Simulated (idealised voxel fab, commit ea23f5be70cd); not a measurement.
A process module follows: voxel self aligned vias.
Xsec cut, 270 nm wide, square cell size 5 nm.
Format of a cross-section: grid, square cells. Given as bands. Order: top down. Band: one or more rows of cells. Quick guide to a band line: top height, bottom height (nm) up front; then every material left to right with its width in nm. Only one material and it's marked "full width"? Then it fills the band edge to edge. And "empty" just means empty space. For the purposes of this specification, 0 denotes the height below which the wafer in its as-received condition is composed wholly of one material, and the lowermost band, lacking a lower limit, extends downward without end, as expressed in "0..down". You'd read "30..40" like this: the band's top row of cells is as wide as the first number, its bottom row is as wide as the second, and going down, every row changes width by the same amount as the row before did. Where a step carries "no modification", the cross-section came out of it unchanged, cell for cell. The entry "Sealed cavities" lists the empty spaces that cover at least 8 cells and have no open path to the top. Each is written as width x height at distance, where the distance is measured from the left edge and all three values are in nm. What comes after the settings on a step's line is commentary from the simulator itself on that step. "overlay nm" answers the question of how far to the right of plan the mask lay on a step that has a mask, and when it is negative the answer is to the left.
These are the steps we planned for the process
1,RECEIVE with material Si
2,CONFORMAL_DEP with material SiO2, thk nm 15
3,CONFORMAL_DEP with material SiCN, thk nm 5
4,DIRECTIONAL_DEP with material SiO2, thk nm 20
5,DIRECTIONAL_DEP with material aC, thk nm 10
6,PATTERN with tone open, mask id LINES, material resist, width nm 30, pitch nm 70, thk nm 25, overlay nm 0
7,DIRECTIONAL_ETCH with etch materials aC, depth nm 10
8,STRIP with etch materials resist
9,DIRECTIONAL_ETCH with etch materials SiO2, depth nm 10
10,STRIP with etch materials aC
11,CONFORMAL_DEP with material TiN, thk nm 5
12,FILL_DEP with material Ru, thk nm 5
13,CMP with height nm 40
14,SELECTIVE_ETCH with etch materials W Ru TiN, depth nm 10
15,FILL_DEP with material SiN, thk nm 10
16,CMP with height nm 40
17,DIRECTIONAL_DEP with material SiO2, thk nm 20
18,PATTERN with tone open, mask id VIAS, material resist, width nm 50, thk nm 15, overlay nm 0
19,DIRECTIONAL_ETCH with etch materials SiO2, depth nm 20
20,DIRECTIONAL_ETCH with etch materials SiN, depth nm 10
21,STRIP with etch materials resist
22,CONFORMAL_DEP with material TiN, thk nm 5
23,FILL_DEP with material W, thk nm 10
24,CMP with height nm 60
25,CONFORMAL_DEP with material SiCN, thk nm 5
The value of depth nm given for step 9 in the plan refers to the first wafer; the wafers vary in this setting and are alike at the start.
As-received state after step 1, first of several wafers, cross-section
	0..down: Si full width
	Sealed cavities: none
Cross-section of the first of several wafers, taken after step 25, where the module ends
	65..60: SiCN full width
	60..45: SiO2: 75, TiN: 5, W: 40, TiN: 5, SiO2: 145
	45..40: SiO2: 75, TiN: 15, W: 20, TiN: 15, SiO2: 145
	40..35: SiO2: 85, TiN: 5, W: 20, TiN: 5, SiO2: 40, SiN: 30, SiO2: 85
	35..30: SiO2: 85, TiN: 30, SiO2: 40, SiN: 30, SiO2: 85
	30..20: SiO2 full width
	20..15: SiCN full width
	15..0: SiO2 full width
	0..down: Si full width
	Sealed cavities: none
Cross-section at module completion, last wafer
	65..60: SiCN full width
	60..45: SiO2: 75, TiN: 5, W: 40, TiN: 5, SiO2: 145
	45..40: SiO2: 75, TiN: 15, W: 20, TiN: 15, SiO2: 145
	40..35: SiO2: 85, TiN: 5, W: 20, TiN: 5, SiO2: 40, SiN: 30, SiO2: 85
	35..30: SiO2: 85, TiN: 30, SiO2: 40, SiN: 30, SiO2: 85
	30..25: SiO2: 85, TiN: 5, Ru: 20, TiN: 5, SiO2: 40, TiN: 5, Ru: 20, TiN: 5, SiO2: 85
	25..20: SiO2: 85, TiN: 30, SiO2: 40, TiN: 30, SiO2: 85
	20..15: SiCN full width
	15..0: SiO2 full width
	0..down: Si full width
	Sealed cavities: none
The rows of the table below are wafers. Looking at the end of the module, a row counts, for every material, the cells the wafer has gained, shown as (+), or lost, shown as (-), since it was received; its closed voids come next
depth nm 10 | +108 SiCN | +12 SiN | +530 SiO2 | +20 TiN | +32 W | Sealed cavities: none
depth nm 15 | +108 SiCN | +12 SiN | +518 SiO2 | +32 TiN | +32 W | Sealed cavities: none
depth nm 20 | +8 Ru | +108 SiCN | +12 SiN | +506 SiO2 | +36 TiN | +32 W | Sealed cavities: none
depth nm 25 | +8 Ru | +108 SiCN | +12 SiN | +506 SiO2 | +36 TiN | +32 W | Sealed cavities: none
depth nm 30 | +8 Ru | +108 SiCN | +12 SiN | +506 SiO2 | +36 TiN | +32 W | Sealed cavities: none
depth nm 35 | +8 Ru | +108 SiCN | +12 SiN | +506 SiO2 | +36 TiN | +32 W | Sealed cavities: none
